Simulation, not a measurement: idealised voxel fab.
Module name: voxel self aligned vias (process module)
Section shown: cut. Width: 265 nm. Cell size: 5 nm, square.
Heads up, the way a cross-section reads in here is a grid of square cells, handed over as bands from the top down, with every band being one or more rows of cells.
Each band's line starts with the height of the band's top and of its bottom, in nm. Then come its materials from left to right, each with its width in nm. One material with "throughout" fills the band from edge to edge. "empty" is empty space.
We count height from 0. Below that, the starting wafer is all one material. The lowest band never ends at the bottom but goes on down; see "0 and below" for how that is written.
With a width like "30 to 40", each row of cells in the band differs from the next by the same amount, the top row carrying the first number and the bottom row the second.
Key: "no change" - step with no changed cell in the cross-section.
"Unvented voids" enumerates empty spaces isolated from the top, with no open way to it, that contain at least 8 cells, giving each as width x height at distance from the left edge, all three in nm.
Whatever follows a step's settings on its line is a remark the simulator itself makes about that step.
The optional step-line setting "overlay nm" applies to steps with a mask and quantifies how far to the right of its planned location the mask lay, a negative value indicating leftward placement.
[Here's what the planned process steps look like]
1 RECEIVE (material Si)
2 CONFORMAL_DEP (material SiO2; thk nm 10)
3 CONFORMAL_DEP (material SiCN; thk nm 5)
4 DIRECTIONAL_DEP (material SiO2; thk nm 20)
5 MASKED_ETCH (tone open; mask id LINES; width nm 20; pitch nm 60; etch materials SiO2; depth nm 20; overlay nm 0)
6 CONFORMAL_DEP (material TiN; thk nm 5)
7 FILL_DEP (material Ru; thk nm 10)
8 CMP (height nm 35)
9 SELECTIVE_ETCH (etch materials W Ru TiN; depth nm 10)
10 FILL_DEP (material SiN; thk nm 5)
11 CMP (height nm 35)
12 DIRECTIONAL_DEP (material SiO2; thk nm 20)
13 PATTERN (tone open; mask id VIAS; material resist; width nm 30; pitch nm 60; thk nm 20; overlay nm 0)
14 DIRECTIONAL_ETCH (etch materials SiO2; depth nm 20)
15 DIRECTIONAL_ETCH (etch materials SiN; depth nm 10)
16 STRIP (etch materials resist)
17 CONFORMAL_DEP (material TiN; thk nm 5)
18 FILL_DEP (material Ru; thk nm 10)
19 CMP (height nm 55)
20 CONFORMAL_DEP (material SiCN; thk nm 5)
[Incoming wafer in cross-section (state: after step 1)]
	0 and below = Si throughout
	Unvented voids: none
[Below is the wafer in cross-section after the module was completed. It began from the starting point shown above and followed the plan shown above, except that one mistake was made while running it]
	60 down to 55 = SiCN throughout
	55 down to 40 = SiO2: 85; TiN: 5; Ru: 20; TiN: 5; SiO2: 30; TiN: 5; Ru: 20; TiN: 5; SiO2: 90
	40 down to 35 = SiO2: 85; TiN: 30; SiO2: 30; TiN: 30; SiO2: 90
	35 down to 30 = SiCN throughout
	30 down to 0 = SiO2 throughout
	0 and below = Si throughout
	Unvented voids: none
Diagnosis: transposition of steps 3 and 4 relative to the planned sequence
